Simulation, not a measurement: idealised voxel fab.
The following process module bears the name voxel wiring stack.
Section shown: cut. Width: 175 nm. Cell size: 5 nm, square.
For the purposes of this document, a cross-section shall be understood as a grid of square cells, specified as bands listed in top-to-bottom order, each band consisting of one or more rows of cells. For a band, the entry starts with two heights in nm, that of the top and then that of the bottom, and carries on with the band's materials in order from left to right, each alongside its width in nm; the word "everywhere" beside a single material means it fills the band edge to edge, and "air" means empty space. Measure heights from 0. That's the level where, below it, the as-received wafer is all one material. The lowest band is bottomless and extends downward; write it as in "0..down". A width given as "30 to 40" starts at the first number in the band's top row and ends at the second number in its bottom row, shifting by an equal amount at every step from row to row. Given "identical to before" for a step, no cell of the cross-section differs between before and after that step. Empty spaces counting at least 8 cells and having no open way to the top are listed in "Cavities, closed". The notation width x height at distance is used for each, the distance being from the left edge and all three values in nm. Heads up: the bit after the settings on a step's line is the simulator's remark on that step. overlay nm: for a step with a mask, the amount by which the mask lay right of where it was planned; a negative amount means left of it.

-- These are the steps we planned for the process
1) RECEIVE (material Si)
2) CONFORMAL_DEP (material SiO2; thk nm 15)
3) DIRECTIONAL_DEP (material TiN; thk nm 5)
4) DIRECTIONAL_DEP (material Ru; thk nm 15)
5) MASKED_ETCH (tone cover; mask id METAL_1; width nm 25; pitch nm 55; etch materials Ru; depth nm 15; overlay nm 0)
6) MASKED_ETCH (tone cover; mask id METAL_1; width nm 25; pitch nm 55; etch materials TiN; depth nm 5; overlay nm 0)
7) FILL_DEP (material lowk; thk nm 5)
8) CMP (height nm 35)
9) CONFORMAL_DEP (material SiCN; thk nm 5)
10) DIRECTIONAL_DEP (material lowk; thk nm 10)
11) DIRECTIONAL_DEP (material aC; thk nm 15)
12) PATTERN (tone open; mask id PLUG_1; material resist; width nm 15; pitch nm 55; thk nm 30; overlay nm 0)
13) DIRECTIONAL_ETCH (etch materials aC; depth nm 15)
14) STRIP (etch materials resist)
15) DIRECTIONAL_ETCH (etch materials lowk; depth nm 10)
16) DIRECTIONAL_ETCH (etch materials SiCN; depth nm 5)
17) STRIP (etch materials aC)
18) CONFORMAL_DEP (material TiN; thk nm 5)
19) FILL_DEP (material Ru; thk nm 5)
20) CMP (height nm 50)
21) CONFORMAL_DEP (material SiCN; thk nm 5)
22) DIRECTIONAL_DEP (material SiO2; thk nm 15)
23) PATTERN (tone open; mask id METAL_2; material resist; width nm 25; pitch nm 55; thk nm 15; overlay nm 0)
24) DIRECTIONAL_ETCH (etch materials SiO2; depth nm 15)
25) DIRECTIONAL_ETCH (etch materials SiCN; depth nm 5)
26) STRIP (etch materials resist)
27) CONFORMAL_DEP (material TiN; thk nm 5)
28) FILL_DEP (material Ru; thk nm 5)
29) CMP (height nm 70)
30) CONFORMAL_DEP (material SiCN; thk nm 5)
31) DIRECTIONAL_DEP (material SiO2; thk nm 30)
32) MASKED_ETCH (tone open; mask id METAL_3_HOLES; width nm 15; etch materials SiO2; depth nm 30; overlay nm 0)
33) MASKED_ETCH (tone open; mask id METAL_3; width nm 25; pitch nm 55; etch materials SiO2; depth nm 15; overlay nm 0)
34) MASKED_ETCH (tone open; mask id METAL_3; width nm 25; pitch nm 55; etch materials SiCN; depth nm 5; overlay nm 0)
35) CONFORMAL_DEP (material TiN; thk nm 5)
36) FILL_DEP (material Ru; thk nm 5)
37) CMP (height nm 105)
38) CONFORMAL_DEP (material SiCN; thk nm 5)

-- First of two wafers, with the run carried out as planned

-- Cross-section of the incoming wafer, state after step 1
- 0..down | Si everywhere
- Cavities, closed: none

-- How the wafer stands in section after step 2
- 15..0 | SiO2 everywhere
- Rest of section, below 0: as before.

-- How the wafer stands in section after step 3
- 20..15 | TiN everywhere
- Rest of section, below 15: as before.

-- How the wafer stands in section after step 4
- 35..20 | Ru everywhere
- Rest of section, below 20: as before.

-- How the wafer stands in section after step 5
- 35..20 | air 45, then Ru 25, then air 30, then Ru 25, then air 50
- Rest of section, below 20: as before.

-- How the wafer stands in section after step 6
- 35..20 | air 45, then Ru 25, then air 30, then Ru 25, then air 50
- 20..15 | air 45, then TiN 25, then air 30, then TiN 25, then air 50
- Rest of section, below 15: as before.

-- How the wafer stands in section after step 7
- 40..35 | lowk everywhere
- 35..20 | lowk 45, then Ru 25, then lowk 30, then Ru 25, then lowk 50
- 20..15 | lowk 45, then TiN 25, then lowk 30, then TiN 25, then lowk 50
- Rest of section, below 15: as before.

-- How the wafer stands in section after step 8
- 35..20 | lowk 45, then Ru 25, then lowk 30, then Ru 25, then lowk 50
- Rest of section, below 20: as before.

-- How the wafer stands in section after step 9
- 40..35 | SiCN everywhere
- Rest of section, below 35: as before.

-- How the wafer stands in section after step 10
- 50..40 | lowk everywhere
- Rest of section, below 40: as before.

-- How the wafer stands in section after step 11
- 65..50 | aC everywhere
- Rest of section, below 50: as before.

-- How the wafer stands in section after step 12
- 95..65 | resist 45, then air 15, then resist 40, then air 15, then resist 60
- Rest of section, below 65: as before.

-- How the wafer stands in section after step 13
- 80..65 | resist 45, then air 15, then resist 40, then air 15, then resist 60
- 65..50 | aC 45, then air 15, then aC 40, then air 15, then aC 60
- Rest of section, below 50: as before.

-- How the wafer stands in section after step 14
- 65..50 | aC 45, then air 15, then aC 40, then air 15, then aC 60
- Rest of section, below 50: as before.

-- How the wafer stands in section after step 15
- 65..50 | aC 45, then air 15, then aC 40, then air 15, then aC 60
- 50..40 | lowk 45, then air 15, then lowk 40, then air 15, then lowk 60
- Rest of section, below 40: as before.

-- How the wafer stands in section after step 16
- 65..50 | aC 45, then air 15, then aC 40, then air 15, then aC 60
- 50..40 | lowk 45, then air 15, then lowk 40, then air 15, then lowk 60
- 40..35 | SiCN 45, then air 15, then SiCN 40, then air 15, then SiCN 60
- Rest of section, below 35: as before.

-- How the wafer stands in section after step 17
- 50..40 | lowk 45, then air 15, then lowk 40, then air 15, then lowk 60
- Rest of section, below 40: as before.

-- How the wafer stands in section after step 18
- 55..50 | TiN 50, then air 5, then TiN 50, then air 5, then TiN 65
- 50..40 | lowk 45, then TiN 5, then air 5, then TiN 5, then lowk 40, then TiN 5, then air 5, then TiN 5, then lowk 60
- 40..35 | SiCN 45, then TiN 15, then SiCN 40, then TiN 15, then SiCN 60
- Rest of section, below 35: as before.

-- How the wafer stands in section after step 19
- 60..55 | Ru everywhere
- 55..50 | TiN 50, then Ru 5, then TiN 50, then Ru 5, then TiN 65
- 50..40 | lowk 45, then TiN 5, then Ru 5, then TiN 5, then lowk 40, then TiN 5, then Ru 5, then TiN 5, then lowk 60
- Rest of section, below 40: as before.

-- How the wafer stands in section after step 20
- 50..40 | lowk 45, then TiN 5, then Ru 5, then TiN 5, then lowk 40, then TiN 5, then Ru 5, then TiN 5, then lowk 60
- Rest of section, below 40: as before.

-- How the wafer stands in section after step 21
- 55..50 | SiCN everywhere
- Rest of section, below 50: as before.

-- How the wafer stands in section after step 22
- 70..55 | SiO2 everywhere
- Rest of section, below 55: as before.

-- How the wafer stands in section after step 23
- 85..70 | resist 45, then air 25, then resist 30, then air 25, then resist 50
- Rest of section, below 70: as before.

-- How the wafer stands in section after step 24
- 85..70 | resist 45, then air 25, then resist 30, then air 25, then resist 50
- 70..55 | SiO2 45, then air 25, then SiO2 30, then air 25, then SiO2 50
- Rest of section, below 55: as before.

-- How the wafer stands in section after step 25
- 85..70 | resist 45, then air 25, then resist 30, then air 25, then resist 50
- 70..55 | SiO2 45, then air 25, then SiO2 30, then air 25, then SiO2 50
- 55..50 | SiCN 45, then air 25, then SiCN 30, then air 25, then SiCN 50
- Rest of section, below 50: as before.

-- How the wafer stands in section after step 26
- 70..55 | SiO2 45, then air 25, then SiO2 30, then air 25, then SiO2 50
- Rest of section, below 55: as before.

-- How the wafer stands in section after step 27
- 75..70 | TiN 50, then air 15, then TiN 40, then air 15, then TiN 55
- 70..55 | SiO2 45, then TiN 5, then air 15, then TiN 5, then SiO2 30, then TiN 5, then air 15, then TiN 5, then SiO2 50
- 55..50 | SiCN 45, then TiN 25, then SiCN 30, then TiN 25, then SiCN 50
- Rest of section, below 50: as before.

-- How the wafer stands in section after step 28
- 80..75 | Ru everywhere
- 75..70 | TiN 50, then Ru 15, then TiN 40, then Ru 15, then TiN 55
- 70..55 | SiO2 45, then TiN 5, then Ru 15, then TiN 5, then SiO2 30, then TiN 5, then Ru 15, then TiN 5, then SiO2 50
- Rest of section, below 55: as before.

-- How the wafer stands in section after step 29
- 70..55 | SiO2 45, then TiN 5, then Ru 15, then TiN 5, then SiO2 30, then TiN 5, then Ru 15, then TiN 5, then SiO2 50
- Rest of section, below 55: as before.

-- How the wafer stands in section after step 30
- 75..70 | SiCN everywhere
- Rest of section, below 70: as before.

-- How the wafer stands in section after step 31
- 105..75 | SiO2 everywhere
- Rest of section, below 75: as before.

-- How the wafer stands in section after step 32
- 105..75 | SiO2 45, then air 15, then SiO2 115
- Rest of section, below 75: as before.

-- How the wafer stands in section after step 33
- 105..90 | SiO2 45, then air 25, then SiO2 30, then air 25, then SiO2 50
- Rest of section, below 90: as before.

-- How the wafer stands in section after step 34
- 105..90 | SiO2 45, then air 25, then SiO2 30, then air 25, then SiO2 50
- 90..75 | SiO2 45, then air 15, then SiO2 115
- 75..70 | SiCN 45, then air 15, then SiCN 115
- Rest of section, below 70: as before.

-- How the wafer stands in section after step 35
- 110..105 | TiN 50, then air 15, then TiN 40, then air 15, then TiN 55
- 105..95 | SiO2 45, then TiN 5, then air 15, then TiN 5, then SiO2 30, then TiN 5, then air 15, then TiN 5, then SiO2 50
- 95..90 | SiO2 45, then TiN 5, then air 5, then TiN 15, then SiO2 30, then TiN 25, then SiO2 50
- 90..75 | SiO2 45, then TiN 5, then air 5, then TiN 5, then SiO2 115
- 75..70 | SiCN 45, then TiN 15, then SiCN 115
- Rest of section, below 70: as before.

-- How the wafer stands in section after step 36
- 115..110 | Ru everywhere
- 110..105 | TiN 50, then Ru 15, then TiN 40, then Ru 15, then TiN 55
- 105..95 | SiO2 45, then TiN 5, then Ru 15, then TiN 5, then SiO2 30, then TiN 5, then Ru 15, then TiN 5, then SiO2 50
- 95..90 | SiO2 45, then TiN 5, then Ru 5, then TiN 15, then SiO2 30, then TiN 25, then SiO2 50
- 90..75 | SiO2 45, then TiN 5, then Ru 5, then TiN 5, then SiO2 115
- Rest of section, below 75: as before.

-- How the wafer stands in section after step 37
- 105..95 | SiO2 45, then TiN 5, then Ru 15, then TiN 5, then SiO2 30, then TiN 5, then Ru 15, then TiN 5, then SiO2 50
- Rest of section, below 95: as before.

-- How the wafer stands in section after step 38
- 110..105 | SiCN everywhere
- Rest of section, below 105: as before.

-- Wafer two. Same start, same plan, one slip in execution. Same as wafer one through step 32, inclusive

-- Cross-section of the second wafer at the time by which step 33 should have been completed according to the plan
- 105..90 | SiO2 40, then air 35, then SiO2 20, then air 35, then SiO2 45
- Rest of section, below 90: as before.

-- Cross-section of the second wafer at the time by which step 34 should have been completed according to the plan
- 105..90 | SiO2 40, then air 35, then SiO2 20, then air 35, then SiO2 45
- 90..75 | SiO2 45, then air 15, then SiO2 115
- 75..70 | SiCN 45, then air 15, then SiCN 115
- Rest of section, below 70: as before.

-- Cross-section of the second wafer at the time by which step 35 should have been completed according to the plan
- 110..105 | TiN 45, then air 25, then TiN 30, then air 25, then TiN 50
- 105..95 | SiO2 40, then TiN 5, then air 25, then TiN 5, then SiO2 20, then TiN 5, then air 25, then TiN 5, then SiO2 45
- 95..90 | SiO2 40, then TiN 10, then air 5, then TiN 20, then SiO2 20, then TiN 35, then SiO2 45
- 90..75 | SiO2 45, then TiN 5, then air 5, then TiN 5, then SiO2 115
- 75..70 | SiCN 45, then TiN 15, then SiCN 115
- Rest of section, below 70: as before.

-- Cross-section of the second wafer at the time by which step 36 should have been completed according to the plan
- 115..110 | Ru everywhere
- 110..105 | TiN 45, then Ru 25, then TiN 30, then Ru 25, then TiN 50
- 105..95 | SiO2 40, then TiN 5, then Ru 25, then TiN 5, then SiO2 20, then TiN 5, then Ru 25, then TiN 5, then SiO2 45
- 95..90 | SiO2 40, then TiN 10, then Ru 5, then TiN 20, then SiO2 20, then TiN 35, then SiO2 45
- 90..75 | SiO2 45, then TiN 5, then Ru 5, then TiN 5, then SiO2 115
- Rest of section, below 75: as before.

-- Cross-section of the second wafer at the time by which step 37 should have been completed according to the plan
- 105..95 | SiO2 40, then TiN 5, then Ru 25, then TiN 5, then SiO2 20, then TiN 5, then Ru 25, then TiN 5, then SiO2 45
- Rest of section, below 95: as before.

-- Cross-section of the second wafer at the time by which step 38 should have been completed according to the plan
- 110..105 | SiCN everywhere
- Rest of section, below 105: as before.
Which mistake was made when the wafer was run? step 33 did not use the planned setting and instead ran as MASKED_ETCH (tone open; mask id METAL_3; width nm 35; pitch nm 55; etch materials SiO2; depth nm 15; overlay nm 0)
Final difference in cells, second wafer against first, listed per material as more or fewer: Ru +8 | SiO2 -12 | TiN +4
